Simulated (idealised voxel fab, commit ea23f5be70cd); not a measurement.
Process module under the name voxel tone inversion
The figure presents cross-section cut, which has a width of 180 nm and is divided into square cells with an edge length of 5 nm.
Heads up, the way a cross-section reads in here is a grid of square cells, handed over as bands from the top down, with every band being one or more rows of cells. Look at the band entry: it leads with the top's height and the bottom's height in nm. Then it lists the materials left to right, with a width in nm for each. The word "full width" on a single material says that material fills the band edge to edge. The word "air" is empty space. Counting heights begins at 0, where everything beneath is, in the wafer as received, one material. The lowest band has no bottom; it goes on downwards, as "0 nm and below" shows. The two numbers in a width such as "30->40" mark its ends across the band: the first belongs to the top row of cells, the second to the bottom row, and from each row to the next the width moves by the same amount. Step marked "remained unchanged"? Then no cell in the cross-section changed in it. Any empty space of 8 cells or more lacking an open way to the top shows up in "Completely sealed voids" as width x height at distance, distance from the left edge, in nm. Anything after a step's settings on that line? It's the simulator's own note about the step. A step's line can hold "overlay nm"; with a mask on that step, the setting says how far right of the planned place the mask lay, while a negative setting says it lay to the left.
[Set out below are the planned steps of the process]
1,RECEIVE | material Si
2,CONFORMAL_DEP | material SiCN | thk nm 5
3,DIRECTIONAL_DEP | material aC | thk nm 15
4,PATTERN | tone cover | mask id POSTS | material resist | width nm 15 | pitch nm 35 | thk nm 20 | overlay nm 0
5,DIRECTIONAL_ETCH | etch materials aC | depth nm 15
6,STRIP | etch materials resist
7,FILL_DEP | material SiO2 | thk nm 10
8,CMP | height nm 20
9,STRIP | etch materials aC
10,CONFORMAL_DEP | material TiN | thk nm 5
11,FILL_DEP | material Ru | thk nm 5
12,CMP | height nm 20
13,CONFORMAL_DEP | material SiCN | thk nm 5
[The first of a set of two wafers, run to plan]
[Wafer at receipt (post step 1), cross-section]
> 0 nm and below: Si full width
> Completely sealed voids: none
[after step 2]
> 5 nm to 0 nm: SiCN full width
> Under 0: no change, same as before.
[after step 3]
> 20 nm to 5 nm: aC full width
> Under 5: no change, same as before.
[after step 4]
> 40 nm to 20 nm: air=45 / resist=15 / air=20 / resist=15 / air=20 / resist=15 / air=50
> Under 20: no change, same as before.
[after step 5]
> 25 nm to 20 nm: air=45 / resist=15 / air=20 / resist=15 / air=20 / resist=15 / air=50
> 20 nm to 5 nm: air=45 / aC=15 / air=20 / aC=15 / air=20 / aC=15 / air=50
> Under 5: no change, same as before.
[after step 6]
> 20 nm to 5 nm: air=45 / aC=15 / air=20 / aC=15 / air=20 / aC=15 / air=50
> Under 5: no change, same as before.
[after step 7]
> 30 nm to 20 nm: SiO2 full width
> 20 nm to 5 nm: SiO2=45 / aC=15 / SiO2=20 / aC=15 / SiO2=20 / aC=15 / SiO2=50
> Under 5: no change, same as before.
[after step 8]
> 20 nm to 5 nm: SiO2=45 / aC=15 / SiO2=20 / aC=15 / SiO2=20 / aC=15 / SiO2=50
> Under 5: no change, same as before.
[after step 9]
> 20 nm to 5 nm: SiO2=45 / air=15 / SiO2=20 / air=15 / SiO2=20 / air=15 / SiO2=50
> Under 5: no change, same as before.
[after step 10]
> 25 nm to 20 nm: TiN=50 / air=5 / TiN=30 / air=5 / TiN=30 / air=5 / TiN=55
> 20 nm to 10 nm: SiO2=45 / TiN=5 / air=5 / TiN=5 / SiO2=20 / TiN=5 / air=5 / TiN=5 / SiO2=20 / TiN=5 / air=5 / TiN=5 / SiO2=50
> 10 nm to 5 nm: SiO2=45 / TiN=15 / SiO2=20 / TiN=15 / SiO2=20 / TiN=15 / SiO2=50
> Under 5: no change, same as before.
[after step 11]
> 30 nm to 25 nm: Ru full width
> 25 nm to 20 nm: TiN=50 / Ru=5 / TiN=30 / Ru=5 / TiN=30 / Ru=5 / TiN=55
> 20 nm to 10 nm: SiO2=45 / TiN=5 / Ru=5 / TiN=5 / SiO2=20 / TiN=5 / Ru=5 / TiN=5 / SiO2=20 / TiN=5 / Ru=5 / TiN=5 / SiO2=50
> Under 10: no change, same as before.
[after step 12]
> 20 nm to 10 nm: SiO2=45 / TiN=5 / Ru=5 / TiN=5 / SiO2=20 / TiN=5 / Ru=5 / TiN=5 / SiO2=20 / TiN=5 / Ru=5 / TiN=5 / SiO2=50
> Under 10: no change, same as before.
[after step 13]
> 25 nm to 20 nm: SiCN full width
> Under 20: no change, same as before.
[Okay, second wafer. Nothing different at the start, nothing different in the plan, just one mistake somewhere in the running. As far as step 5, counting that step, it's the first wafer all over again]
[X-section, second wafer, when step 6 was due to finish]
> 20 nm to 5 nm: air=45 / aC=15 / air=20 / aC=15 / air=20 / aC=15 / air=50
> Under 5: no change, same as before.
[X-section, second wafer, when step 7 was due to finish]
> 30 nm to 20 nm: SiO2 full width
> 20 nm to 5 nm: SiO2=45 / aC=15 / SiO2=20 / aC=15 / SiO2=20 / aC=15 / SiO2=50
> Under 5: no change, same as before.
[X-section, second wafer, when step 8 was due to finish]
> 20 nm to 5 nm: SiO2=45 / aC=15 / SiO2=20 / aC=15 / SiO2=20 / aC=15 / SiO2=50
> Under 5: no change, same as before.
[X-section, second wafer, when step 9 was due to finish]
> 20 nm to 5 nm: SiO2=45 / air=15 / SiO2=20 / air=15 / SiO2=20 / air=15 / SiO2=50
> Under 5: no change, same as before.
[X-section, second wafer, when step 10 was due to finish]
> 25 nm to 20 nm: TiN=50 / air=5 / TiN=30 / air=5 / TiN=30 / air=5 / TiN=55
> 20 nm to 10 nm: SiO2=45 / TiN=5 / air=5 / TiN=5 / SiO2=20 / TiN=5 / air=5 / TiN=5 / SiO2=20 / TiN=5 / air=5 / TiN=5 / SiO2=50
> 10 nm to 5 nm: SiO2=45 / TiN=15 / SiO2=20 / TiN=15 / SiO2=20 / TiN=15 / SiO2=50
> Under 5: no change, same as before.
[X-section, second wafer, when step 11 was due to finish]
> 30 nm to 25 nm: Ru full width
> 25 nm to 20 nm: TiN=50 / Ru=5 / TiN=30 / Ru=5 / TiN=30 / Ru=5 / TiN=55
> 20 nm to 10 nm: SiO2=45 / TiN=5 / Ru=5 / TiN=5 / SiO2=20 / TiN=5 / Ru=5 / TiN=5 / SiO2=20 / TiN=5 / Ru=5 / TiN=5 / SiO2=50
> Under 10: no change, same as before.
[X-section, second wafer, when step 12 was due to finish]
> 20 nm to 10 nm: SiO2=45 / TiN=5 / Ru=5 / TiN=5 / SiO2=20 / TiN=5 / Ru=5 / TiN=5 / SiO2=20 / TiN=5 / Ru=5 / TiN=5 / SiO2=50
> Under 10: no change, same as before.
[X-section, second wafer, when step 13 was due to finish]
> 25 nm to 20 nm: SiCN full width
> Under 20: no change, same as before.
What broke from the plan during processing? plan step 6 was conducted twice
Result: same final cross-section on the two wafers, so no effect from the mistake in this model.
